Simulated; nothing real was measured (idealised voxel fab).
Name of the process module below: voxel ribs on slabs
Square cell edge 5 nm, section width 200 nm, ID cut.
Each cross-section below is a grid of square cells, stated as bands in top-down order, with one or more rows of cells making up each band. The entry gives the band's vertical extent as a top height and a bottom height in nm, then its horizontal make-up as materials from left to right, each with a width in nm. "blank" stands for empty space; a single material marked "all across" fills the band edge to edge. Heights are measured from 0, the level below which the as-received wafer is all one material; the lowest band has no bottom and continues downward, written as in "0 down". A two-number width, for instance "30 to 40", indicates that the width is equal to the first number in the top row of the band and to the second number in the bottom row, and that it changes by a constant amount per row of cells. Step note "nothing changed" = no cross-section cell changed. In the "Enclosed internal voids" entry, you get each enclosed empty space of 8 cells or more, one with no open way to the top, written width x height at distance, distance from the left edge, in nm. Past the settings on a step's line: simulator remark, on that step. A step line may carry the setting "overlay nm", which, for steps involving a mask, states the distance by which the mask lay to the right of its intended position; negative values denote displacement to the left.

THIS SECTION LISTS THE PROCESS STEPS THAT WERE PLANNED
1 RECEIVE: material Si
2 DIRECTIONAL_DEP: material SiO2, thk nm 25
3 DIRECTIONAL_DEP: material polySi, thk nm 25
4 PATTERN: tone cover, mask id RIB, material resist, width nm 15, thk nm 15, overlay nm 0
5 DIRECTIONAL_ETCH: etch materials polySi, depth nm 15
6 STRIP: etch materials resist
7 PATTERN: tone cover, mask id SLAB, material resist, width nm 45, thk nm 20, overlay nm 0
8 DIRECTIONAL_ETCH: etch materials polySi, depth nm 10
9 STRIP: etch materials resist
10 FILL_DEP: material SiO2, thk nm 25
11 CMP: height nm 70
12 DIRECTIONAL_DEP: material W, thk nm 5
13 DIRECTIONAL_DEP: material aC, thk nm 10
14 PATTERN: tone cover, mask id HEATER, material resist, width nm 25, thk nm 25, overlay nm 0
15 DIRECTIONAL_ETCH: etch materials aC, depth nm 10
16 STRIP: etch materials resist
17 DIRECTIONAL_ETCH: etch materials W, depth nm 5
18 STRIP: etch materials aC
19 CONFORMAL_DEP: material SiN, thk nm 5

AS RECEIVED (POST STEP 1): CROSS-SECTION
* 0 down: Si all across
* Enclosed internal voids: none

WAFER AT MODULE END, IN SECTION. BEGAN AS ABOVE, PLANNED AS ABOVE, RUN WITH ONE MISTAKE
* 80 to 75: blank (80), then SiN (35), then blank (85)
* 75 to 70: SiN (85), then W (25), then SiN (90)
* 70 to 50: SiO2 all across
* 50 to 35: SiO2 (90), then polySi (15), then SiO2 (95)
* 35 to 25: SiO2 (80), then polySi (45), then SiO2 (75)
* 25 to 0: SiO2 all across
* 0 down: Si all across
* Enclosed internal voids: none
what went wrong: not per plan at step 7, really ran PATTERN: tone cover, mask id SLAB, material resist, width nm 45, thk nm 20, overlay nm 5
